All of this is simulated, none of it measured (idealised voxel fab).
process module | voxel transistor to metal
cross-section cut | 205 nm wide | cells 5 nm
A cross-section is a grid of square cells, given in bands from the top down. A band is one or more rows of cells.
Each band's line starts with the height of the band's top and of its bottom, in nm. Then come its materials from left to right, each with its width in nm. One material with "throughout" fills the band from edge to edge. "air" is empty space.
Height 0 is the level under which the wafer as received is all one material. The lowest band goes on downwards, as in "0 down".
A width such as "30 to 40" changes by the same amount from each row of cells to the next, from the band's top row to its bottom row.
"no change" after a step means that no cell of the cross-section changed.
closed voids: empty space of 8 cells or more with no open way to the top, each as width x height at its distance from the left edge, in nm
after a step's settings: what the simulator itself notes on the step
overlay nm, on a step with a mask: how far to the right of its planned place the mask lay; to the left if negative
plan
1 op RECEIVE | material Si
2 op CONFORMAL_DEP | material SiO2 | thk nm 5
3 op CONFORMAL_DEP | material SiN | thk nm 15
4 op MASKED_ETCH | tone cover | mask id ACTIVE | width nm 95 | etch materials SiN | depth nm 15 | overlay nm 0
5 op MASKED_ETCH | tone cover | mask id ACTIVE | width nm 95 | etch materials SiO2 | depth nm 5 | overlay nm 0
6 op MASKED_ETCH | tone cover | mask id ACTIVE | width nm 95 | etch materials Si | depth nm 25 | overlay nm 0
7 op FILL_DEP | material SiO2 | thk nm 15
8 op CMP | height nm 20
9 op SELECTIVE_ETCH | etch materials SiO2 | depth nm 15
10 op STRIP | etch materials SiN
11 op SELECTIVE_ETCH | etch materials SiO2 | depth nm 5
12 op OXIDIZE | depth nm 5
13 op DIRECTIONAL_DEP | material polySi | thk nm 30
14 op DIRECTIONAL_DEP | material SiCN | thk nm 15
15 op DIRECTIONAL_DEP | material aC | thk nm 15
16 op PATTERN | tone cover | mask id GATE | material resist | width nm 15 | thk nm 35 | overlay nm 0
17 op DIRECTIONAL_ETCH | etch materials aC | depth nm 15
18 op STRIP | etch materials resist
19 op DIRECTIONAL_ETCH | etch materials SiCN | depth nm 25
20 op DIRECTIONAL_ETCH | etch materials polySi | depth nm 40
21 op STRIP | etch materials aC
22 op CONFORMAL_DEP | material SiN | thk nm 5
23 op DIRECTIONAL_ETCH | etch materials SiN | depth nm 5
24 op DIRECTIONAL_ETCH | etch materials SiO2 | depth nm 5
25 op DIRECTIONAL_ETCH | etch materials Si | depth nm 15
26 op EPI | material pSi | thk nm 20
27 op FILL_DEP | material SiO2 | thk nm 5
28 op CMP | height nm 45
29 op DIRECTIONAL_DEP | material SiO2 | thk nm 15
30 op PATTERN | tone open | mask id CONTACT | material resist | width nm 20 | pitch nm 65 | thk nm 15 | overlay nm 0
31 op DIRECTIONAL_ETCH | etch materials SiO2 | depth nm 60
32 op STRIP | etch materials resist
33 op CONFORMAL_DEP | material TiN | thk nm 5
34 op FILL_DEP | material W | thk nm 10
35 op CMP | height nm 60
36 op CONFORMAL_DEP | material SiCN | thk nm 5
37 op DIRECTIONAL_DEP | material lowk | thk nm 20
38 op MASKED_ETCH | tone open | mask id METAL_1 | width nm 20 | pitch nm 65 | etch materials lowk | depth nm 20 | overlay nm 0
39 op MASKED_ETCH | tone open | mask id METAL_1 | width nm 20 | pitch nm 65 | etch materials SiCN | depth nm 5 | overlay nm 0
40 op CONFORMAL_DEP | material TiN | thk nm 5
41 op FILL_DEP | material Cu | thk nm 5
42 op CMP | height nm 85
43 op CONFORMAL_DEP | material SiCN | thk nm 5
44 op DIRECTIONAL_DEP | material SiO2 | thk nm 30
45 op PATTERN | tone open | mask id METAL_2_HOLES | material resist | width nm 15 | pitch nm 65 | thk nm 15 | overlay nm 0
46 op DIRECTIONAL_ETCH | etch materials SiO2 | depth nm 30
47 op STRIP | etch materials resist
48 op MASKED_ETCH | tone open | mask id METAL_2 | width nm 20 | pitch nm 65 | etch materials SiO2 | depth nm 15 | overlay nm 0
49 op MASKED_ETCH | tone open | mask id METAL_2 | width nm 20 | pitch nm 65 | etch materials SiCN | depth nm 5 | overlay nm 0
50 op CONFORMAL_DEP | material TiN | thk nm 5
51 op FILL_DEP | material Cu | thk nm 10
52 op CMP | height nm 120
53 op CONFORMAL_DEP | material SiCN | thk nm 5
first wafer, as planned
as received, after step 1
  0 down: Si throughout
  closed voids: none
after step 2
  5 to 0: SiO2 throughout
  below 0: unchanged
after step 3
  20 to 5: SiN throughout
  below 5: unchanged
after step 4
  20 to 5: air 55 | SiN 95 | air 55
  below 5: unchanged
after step 5
  20 to 5: air 55 | SiN 95 | air 55
  5 to 0: air 55 | SiO2 95 | air 55
  below 0: unchanged
after step 6
  20 to 5: air 55 | SiN 95 | air 55
  5 to 0: air 55 | SiO2 95 | air 55
  0 to -25: air 55 | Si 95 | air 55
  below -25: unchanged
after step 7
  35 to 20: SiO2 throughout
  20 to 5: SiO2 55 | SiN 95 | SiO2 55
  5 to 0: SiO2 throughout
  0 to -25: SiO2 55 | Si 95 | SiO2 55
  below -25: unchanged
after step 8
  20 to 5: SiO2 55 | SiN 95 | SiO2 55
  below 5: unchanged
after step 9
  20 to 5: air 55 | SiN 95 | air 55
  below 5: unchanged
after step 10
  5 to 0: SiO2 throughout
  below 0: unchanged
after step 11
  0 to -25: SiO2 55 | Si 95 | SiO2 55
  below -25: unchanged
after step 12
  0 to -5: SiO2 throughout
  below -5: unchanged
after step 13
  30 to 0: polySi throughout
  below 0: unchanged
after step 14
  45 to 30: SiCN throughout
  below 30: unchanged
after step 15
  60 to 45: aC throughout
  below 45: unchanged
after step 16
  95 to 60: air 95 | resist 15 | air 95
  below 60: unchanged
after step 17
  80 to 60: air 95 | resist 15 | air 95
  60 to 45: air 95 | aC 15 | air 95
  below 45: unchanged
after step 18
  60 to 45: air 95 | aC 15 | air 95
  below 45: unchanged
after step 19
  60 to 45: air 95 | aC 15 | air 95
  45 to 30: air 95 | SiCN 15 | air 95
  below 30: unchanged
after step 20
  60 to 45: air 95 | aC 15 | air 95
  45 to 30: air 95 | SiCN 15 | air 95
  30 to 0: air 95 | polySi 15 | air 95
  below 0: unchanged
after step 21
  45 to 30: air 95 | SiCN 15 | air 95
  below 30: unchanged
after step 22
  50 to 45: air 90 | SiN 25 | air 90
  45 to 30: air 90 | SiN 5 | SiCN 15 | SiN 5 | air 90
  30 to 5: air 90 | SiN 5 | polySi 15 | SiN 5 | air 90
  5 to 0: SiN 95 | polySi 15 | SiN 95
  below 0: unchanged
after step 23
  45 to 30: air 90 | SiN 5 | SiCN 15 | SiN 5 | air 90
  30 to 0: air 90 | SiN 5 | polySi 15 | SiN 5 | air 90
  below 0: unchanged
after step 24
  45 to 30: air 90 | SiN 5 | SiCN 15 | SiN 5 | air 90
  30 to 0: air 90 | SiN 5 | polySi 15 | SiN 5 | air 90
  0 to -5: air 90 | SiO2 25 | air 90
  below -5: unchanged
after step 25
  45 to 30: air 90 | SiN 5 | SiCN 15 | SiN 5 | air 90
  30 to 0: air 90 | SiN 5 | polySi 15 | SiN 5 | air 90
  0 to -5: air 90 | SiO2 25 | air 90
  -5 to -20: SiO2 55 | air 35 | Si 25 | air 35 | SiO2 55
  below -20: unchanged
after step 26
  45 to 30: air 90 | SiN 5 | SiCN 15 | SiN 5 | air 90
  30 to 15: air 90 | SiN 5 | polySi 15 | SiN 5 | air 90
  15 to 0: air 70 | pSi 20 | SiN 5 | polySi 15 | SiN 5 | pSi 20 | air 70
  0 to -5: air 50 | pSi 40 | SiO2 25 | pSi 40 | air 50
  -5 to -20: SiO2 55 | pSi 35 | Si 25 | pSi 35 | SiO2 55
  below -20: unchanged
after step 27
  50 to 45: SiO2 throughout
  45 to 30: SiO2 90 | SiN 5 | SiCN 15 | SiN 5 | SiO2 90
  30 to 15: SiO2 90 | SiN 5 | polySi 15 | SiN 5 | SiO2 90
  15 to 0: SiO2 70 | pSi 20 | SiN 5 | polySi 15 | SiN 5 | pSi 20 | SiO2 70
  0 to -5: SiO2 50 | pSi 40 | SiO2 25 | pSi 40 | SiO2 50
  below -5: unchanged
after step 28
  45 to 30: SiO2 90 | SiN 5 | SiCN 15 | SiN 5 | SiO2 90
  below 30: unchanged
after step 29
  60 to 45: SiO2 throughout
  below 45: unchanged
after step 30
  75 to 60: resist 60 | air 20 | resist 45 | air 20 | resist 60
  below 60: unchanged
after step 31
  75 to 60: resist 60 | air 20 | resist 45 | air 20 | resist 60
  60 to 45: SiO2 60 | air 20 | SiO2 45 | air 20 | SiO2 60
  45 to 30: SiO2 60 | air 20 | SiO2 10 | SiN 5 | SiCN 15 | SiN 5 | SiO2 10 | air 20 | SiO2 60
  30 to 15: SiO2 60 | air 20 | SiO2 10 | SiN 5 | polySi 15 | SiN 5 | SiO2 10 | air 20 | SiO2 60
  15 to 0: SiO2 60 | air 10 | pSi 20 | SiN 5 | polySi 15 | SiN 5 | pSi 20 | air 10 | SiO2 60
  below 0: unchanged
after step 32
  60 to 45: SiO2 60 | air 20 | SiO2 45 | air 20 | SiO2 60
  below 45: unchanged
after step 33
  65 to 60: TiN 65 | air 10 | TiN 55 | air 10 | TiN 65
  60 to 45: SiO2 60 | TiN 5 | air 10 | TiN 5 | SiO2 45 | TiN 5 | air 10 | TiN 5 | SiO2 60
  45 to 30: SiO2 60 | TiN 5 | air 10 | TiN 5 | SiO2 10 | SiN 5 | SiCN 15 | SiN 5 | SiO2 10 | TiN 5 | air 10 | TiN 5 | SiO2 60
  30 to 20: SiO2 60 | TiN 5 | air 10 | TiN 5 | SiO2 10 | SiN 5 | polySi 15 | SiN 5 | SiO2 10 | TiN 5 | air 10 | TiN 5 | SiO2 60
  20 to 15: SiO2 60 | TiN 20 | SiO2 10 | SiN 5 | polySi 15 | SiN 5 | SiO2 10 | TiN 20 | SiO2 60
  15 to 0: SiO2 60 | TiN 10 | pSi 20 | SiN 5 | polySi 15 | SiN 5 | pSi 20 | TiN 10 | SiO2 60
  below 0: unchanged
after step 34
  75 to 65: W throughout
  65 to 60: TiN 65 | W 10 | TiN 55 | W 10 | TiN 65
  60 to 45: SiO2 60 | TiN 5 | W 10 | TiN 5 | SiO2 45 | TiN 5 | W 10 | TiN 5 | SiO2 60
  45 to 30: SiO2 60 | TiN 5 | W 10 | TiN 5 | SiO2 10 | SiN 5 | SiCN 15 | SiN 5 | SiO2 10 | TiN 5 | W 10 | TiN 5 | SiO2 60
  30 to 20: SiO2 60 | TiN 5 | W 10 | TiN 5 | SiO2 10 | SiN 5 | polySi 15 | SiN 5 | SiO2 10 | TiN 5 | W 10 | TiN 5 | SiO2 60
  below 20: unchanged
after step 35
  60 to 45: SiO2 60 | TiN 5 | W 10 | TiN 5 | SiO2 45 | TiN 5 | W 10 | TiN 5 | SiO2 60
  below 45: unchanged
after step 36
  65 to 60: SiCN throughout
  below 60: unchanged
after step 37
  85 to 65: lowk throughout
  below 65: unchanged
after step 38
  85 to 65: lowk 60 | air 20 | lowk 45 | air 20 | lowk 60
  below 65: unchanged
after step 39
  85 to 65: lowk 60 | air 20 | lowk 45 | air 20 | lowk 60
  65 to 60: SiCN 60 | air 20 | SiCN 45 | air 20 | SiCN 60
  below 60: unchanged
after step 40
  90 to 85: TiN 65 | air 10 | TiN 55 | air 10 | TiN 65
  85 to 65: lowk 60 | TiN 5 | air 10 | TiN 5 | lowk 45 | TiN 5 | air 10 | TiN 5 | lowk 60
  65 to 60: SiCN 60 | TiN 20 | SiCN 45 | TiN 20 | SiCN 60
  below 60: unchanged
after step 41
  95 to 90: Cu throughout
  90 to 85: TiN 65 | Cu 10 | TiN 55 | Cu 10 | TiN 65
  85 to 65: lowk 60 | TiN 5 | Cu 10 | TiN 5 | lowk 45 | TiN 5 | Cu 10 | TiN 5 | lowk 60
  below 65: unchanged
after step 42
  85 to 65: lowk 60 | TiN 5 | Cu 10 | TiN 5 | lowk 45 | TiN 5 | Cu 10 | TiN 5 | lowk 60
  below 65: unchanged
after step 43
  90 to 85: SiCN throughout
  below 85: unchanged
after step 44
  120 to 90: SiO2 throughout
  below 90: unchanged
after step 45
  135 to 120: resist 60 | air 15 | resist 50 | air 15 | resist 65
  below 120: unchanged
after step 46
  135 to 120: resist 60 | air 15 | resist 50 | air 15 | resist 65
  120 to 90: SiO2 60 | air 15 | SiO2 50 | air 15 | SiO2 65
  below 90: unchanged
after step 47
  120 to 90: SiO2 60 | air 15 | SiO2 50 | air 15 | SiO2 65
  below 90: unchanged
after step 48
  120 to 105: SiO2 60 | air 20 | SiO2 45 | air 20 | SiO2 60
  below 105: unchanged
after step 49
  120 to 105: SiO2 60 | air 20 | SiO2 45 | air 20 | SiO2 60
  105 to 90: SiO2 60 | air 15 | SiO2 50 | air 15 | SiO2 65
  90 to 85: SiCN 60 | air 15 | SiCN 50 | air 15 | SiCN 65
  below 85: unchanged
after step 50
  125 to 120: TiN 65 | air 10 | TiN 55 | air 10 | TiN 65
  120 to 110: SiO2 60 | TiN 5 | air 10 | TiN 5 | SiO2 45 | TiN 5 | air 10 | TiN 5 | SiO2 60
  110 to 105: SiO2 60 | TiN 5 | air 5 | TiN 10 | SiO2 45 | TiN 5 | air 5 | TiN 10 | SiO2 60
  105 to 90: SiO2 60 | TiN 5 | air 5 | TiN 5 | SiO2 50 | TiN 5 | air 5 | TiN 5 | SiO2 65
  90 to 85: SiCN 60 | TiN 15 | SiCN 50 | TiN 15 | SiCN 65
  below 85: unchanged
after step 51
  135 to 125: Cu throughout
  125 to 120: TiN 65 | Cu 10 | TiN 55 | Cu 10 | TiN 65
  120 to 110: SiO2 60 | TiN 5 | Cu 10 | TiN 5 | SiO2 45 | TiN 5 | Cu 10 | TiN 5 | SiO2 60
  110 to 105: SiO2 60 | TiN 5 | Cu 5 | TiN 10 | SiO2 45 | TiN 5 | Cu 5 | TiN 10 | SiO2 60
  105 to 90: SiO2 60 | TiN 5 | Cu 5 | TiN 5 | SiO2 50 | TiN 5 | Cu 5 | TiN 5 | SiO2 65
  below 90: unchanged
after step 52
  120 to 110: SiO2 60 | TiN 5 | Cu 10 | TiN 5 | SiO2 45 | TiN 5 | Cu 10 | TiN 5 | SiO2 60
  below 110: unchanged
after step 53
  125 to 120: SiCN throughout
  below 120: unchanged
second wafer: like start, like plan, one mistake. Through step 27 it matches the first wafer
when step 28 should have ended
  35 to 30: SiO2 90 | SiN 5 | SiCN 15 | SiN 5 | SiO2 90
  below 30: unchanged
when step 29 should have ended
  50 to 35: SiO2 throughout
  below 35: unchanged
when step 30 should have ended
  65 to 50: resist 60 | air 20 | resist 45 | air 20 | resist 60
  below 50: unchanged
when step 31 should have ended
  65 to 50: resist 60 | air 20 | resist 45 | air 20 | resist 60
  50 to 35: SiO2 60 | air 20 | SiO2 45 | air 20 | SiO2 60
  35 to 30: SiO2 60 | air 20 | SiO2 10 | SiN 5 | SiCN 15 | SiN 5 | SiO2 10 | air 20 | SiO2 60
  30 to 15: SiO2 60 | air 20 | SiO2 10 | SiN 5 | polySi 15 | SiN 5 | SiO2 10 | air 20 | SiO2 60
  15 to 0: SiO2 60 | air 10 | pSi 20 | SiN 5 | polySi 15 | SiN 5 | pSi 20 | air 10 | SiO2 60
  below 0: unchanged
when step 32 should have ended
  50 to 35: SiO2 60 | air 20 | SiO2 45 | air 20 | SiO2 60
  below 35: unchanged
when step 33 should have ended
  55 to 50: TiN 65 | air 10 | TiN 55 | air 10 | TiN 65
  50 to 35: SiO2 60 | TiN 5 | air 10 | TiN 5 | SiO2 45 | TiN 5 | air 10 | TiN 5 | SiO2 60
  35 to 30: SiO2 60 | TiN 5 | air 10 | TiN 5 | SiO2 10 | SiN 5 | SiCN 15 | SiN 5 | SiO2 10 | TiN 5 | air 10 | TiN 5 | SiO2 60
  30 to 20: SiO2 60 | TiN 5 | air 10 | TiN 5 | SiO2 10 | SiN 5 | polySi 15 | SiN 5 | SiO2 10 | TiN 5 | air 10 | TiN 5 | SiO2 60
  20 to 15: SiO2 60 | TiN 20 | SiO2 10 | SiN 5 | polySi 15 | SiN 5 | SiO2 10 | TiN 20 | SiO2 60
  15 to 0: SiO2 60 | TiN 10 | pSi 20 | SiN 5 | polySi 15 | SiN 5 | pSi 20 | TiN 10 | SiO2 60
  below 0: unchanged
when step 34 should have ended
  65 to 55: W throughout
  55 to 50: TiN 65 | W 10 | TiN 55 | W 10 | TiN 65
  50 to 35: SiO2 60 | TiN 5 | W 10 | TiN 5 | SiO2 45 | TiN 5 | W 10 | TiN 5 | SiO2 60
  35 to 30: SiO2 60 | TiN 5 | W 10 | TiN 5 | SiO2 10 | SiN 5 | SiCN 15 | SiN 5 | SiO2 10 | TiN 5 | W 10 | TiN 5 | SiO2 60
  30 to 20: SiO2 60 | TiN 5 | W 10 | TiN 5 | SiO2 10 | SiN 5 | polySi 15 | SiN 5 | SiO2 10 | TiN 5 | W 10 | TiN 5 | SiO2 60
  below 20: unchanged
when step 35 should have ended
  60 to 55: W throughout
  below 55: unchanged
when step 36 should have ended
  65 to 60: SiCN throughout
  below 60: unchanged
when step 37 should have ended
  85 to 65: lowk throughout
  below 65: unchanged
when step 38 should have ended
  85 to 65: lowk 60 | air 20 | lowk 45 | air 20 | lowk 60
  below 65: unchanged
when step 39 should have ended
  85 to 65: lowk 60 | air 20 | lowk 45 | air 20 | lowk 60
  65 to 60: SiCN 60 | air 20 | SiCN 45 | air 20 | SiCN 60
  below 60: unchanged
when step 40 should have ended
  90 to 85: TiN 65 | air 10 | TiN 55 | air 10 | TiN 65
  85 to 65: lowk 60 | TiN 5 | air 10 | TiN 5 | lowk 45 | TiN 5 | air 10 | TiN 5 | lowk 60
  65 to 60: SiCN 60 | TiN 20 | SiCN 45 | TiN 20 | SiCN 60
  below 60: unchanged
when step 41 should have ended
  95 to 90: Cu throughout
  90 to 85: TiN 65 | Cu 10 | TiN 55 | Cu 10 | TiN 65
  85 to 65: lowk 60 | TiN 5 | Cu 10 | TiN 5 | lowk 45 | TiN 5 | Cu 10 | TiN 5 | lowk 60
  below 65: unchanged
when step 42 should have ended
  85 to 65: lowk 60 | TiN 5 | Cu 10 | TiN 5 | lowk 45 | TiN 5 | Cu 10 | TiN 5 | lowk 60
  below 65: unchanged
when step 43 should have ended
  90 to 85: SiCN throughout
  below 85: unchanged
when step 44 should have ended
  120 to 90: SiO2 throughout
  below 90: unchanged
when step 45 should have ended
  135 to 120: resist 60 | air 15 | resist 50 | air 15 | resist 65
  below 120: unchanged
when step 46 should have ended
  135 to 120: resist 60 | air 15 | resist 50 | air 15 | resist 65
  120 to 90: SiO2 60 | air 15 | SiO2 50 | air 15 | SiO2 65
  below 90: unchanged
when step 47 should have ended
  120 to 90: SiO2 60 | air 15 | SiO2 50 | air 15 | SiO2 65
  below 90: unchanged
when step 48 should have ended
  120 to 105: SiO2 60 | air 20 | SiO2 45 | air 20 | SiO2 60
  below 105: unchanged
when step 49 should have ended
  120 to 105: SiO2 60 | air 20 | SiO2 45 | air 20 | SiO2 60
  105 to 90: SiO2 60 | air 15 | SiO2 50 | air 15 | SiO2 65
  90 to 85: SiCN 60 | air 15 | SiCN 50 | air 15 | SiCN 65
  below 85: unchanged
when step 50 should have ended
  125 to 120: TiN 65 | air 10 | TiN 55 | air 10 | TiN 65
  120 to 110: SiO2 60 | TiN 5 | air 10 | TiN 5 | SiO2 45 | TiN 5 | air 10 | TiN 5 | SiO2 60
  110 to 105: SiO2 60 | TiN 5 | air 5 | TiN 10 | SiO2 45 | TiN 5 | air 5 | TiN 10 | SiO2 60
  105 to 90: SiO2 60 | TiN 5 | air 5 | TiN 5 | SiO2 50 | TiN 5 | air 5 | TiN 5 | SiO2 65
  90 to 85: SiCN 60 | TiN 15 | SiCN 50 | TiN 15 | SiCN 65
  below 85: unchanged
when step 51 should have ended
  135 to 125: Cu throughout
  125 to 120: TiN 65 | Cu 10 | TiN 55 | Cu 10 | TiN 65
  120 to 110: SiO2 60 | TiN 5 | Cu 10 | TiN 5 | SiO2 45 | TiN 5 | Cu 10 | TiN 5 | SiO2 60
  110 to 105: SiO2 60 | TiN 5 | Cu 5 | TiN 10 | SiO2 45 | TiN 5 | Cu 5 | TiN 10 | SiO2 60
  105 to 90: SiO2 60 | TiN 5 | Cu 5 | TiN 5 | SiO2 50 | TiN 5 | Cu 5 | TiN 5 | SiO2 65
  below 90: unchanged
when step 52 should have ended
  120 to 110: SiO2 60 | TiN 5 | Cu 10 | TiN 5 | SiO2 45 | TiN 5 | Cu 10 | TiN 5 | SiO2 60
  below 110: unchanged
when step 53 should have ended
  125 to 120: SiCN throughout
  below 120: unchanged
what went wrong: step 28 ran as: op CMP | height nm 35
at the end the second wafer has, in cells: 6 fewer of SiCN | 4 fewer of SiN | 56 fewer of SiO2 | 29 more of TiN | 37 more of W
